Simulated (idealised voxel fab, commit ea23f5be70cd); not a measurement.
process module | voxel self aligned contacts
cross-section cut | 190 nm wide | cells 5 nm
A cross-section is a grid of square cells, given in bands from the top down. A band is one or more rows of cells.
Each band's line starts with the height of the band's top and of its bottom, in nm. Then come its materials from left to right, each with its width in nm. One material with "throughout" fills the band from edge to edge. "air" is empty space.
Height 0 is the level under which the wafer as received is all one material. The lowest band goes on downwards, as in "0 down".
A width such as "30 to 40" changes by the same amount from each row of cells to the next, from the band's top row to its bottom row.
"no change" after a step means that no cell of the cross-section changed.
closed voids: empty space of 8 cells or more with no open way to the top, each as width x height at its distance from the left edge, in nm
after a step's settings: what the simulator itself notes on the step
overlay nm, on a step with a mask: how far to the right of its planned place the mask lay; to the left if negative
plan
1 op RECEIVE | material Si
2 op CONFORMAL_DEP | material SiO2 | thk nm 5
3 op DIRECTIONAL_DEP | material polySi | thk nm 20
4 op DIRECTIONAL_DEP | material SiN | thk nm 20
5 op DIRECTIONAL_DEP | material aC | thk nm 15
6 op PATTERN | tone cover | mask id GATE | material resist | width nm 25 | pitch nm 65 | thk nm 35 | overlay nm 0
7 op DIRECTIONAL_ETCH | etch materials aC | depth nm 15
8 op STRIP | etch materials resist
9 op DIRECTIONAL_ETCH | etch materials SiN | depth nm 20
10 op DIRECTIONAL_ETCH | etch materials polySi | depth nm 20
11 op STRIP | etch materials aC
12 op CONFORMAL_DEP | material SiN | thk nm 10
13 op DIRECTIONAL_ETCH | etch materials SiN | depth nm 10
14 op FILL_DEP | material SiO2 | thk nm 20
15 op CMP | height nm 55
16 op PATTERN | tone open | mask id CONTACT | material resist | width nm 50 | pitch nm 65 | thk nm 20 | overlay nm 0
17 op DIRECTIONAL_ETCH | etch materials SiO2 | depth nm 55
18 op STRIP | etch materials resist
19 op CONFORMAL_DEP | material TiN | thk nm 5
20 op FILL_DEP | material Ru | thk nm 5
21 op CMP | height nm 55
22 op CONFORMAL_DEP | material SiCN | thk nm 5
as received, after step 1
  0 down: Si throughout
  closed voids: none
a wafer at the end: this start, this plan, one mistake
  60 to 55: SiCN throughout
  55 to 40: SiO2 35 | TiN 5 | Ru 40 | TiN 5 | SiO2 15 | TiN 5 | Ru 40 | TiN 5 | SiO2 40
  40 to 35: SiO2 35 | TiN 10 | Ru 30 | TiN 10 | SiO2 15 | TiN 10 | Ru 30 | TiN 10 | SiO2 40
  35 to 25: SiO2 15 | SiN 25 | TiN 5 | Ru 30 | TiN 5 | SiN 25 | TiN 5 | Ru 30 | TiN 5 | SiN 25 | SiO2 20
  25 to 5: SiO2 15 | polySi 25 | TiN 5 | Ru 30 | TiN 5 | polySi 25 | TiN 5 | Ru 30 | TiN 5 | polySi 25 | SiO2 20
  5 to 0: SiO2 40 | TiN 40 | SiO2 25 | TiN 40 | SiO2 45
  0 down: Si throughout
  closed voids: none
what went wrong: step 12 was left out
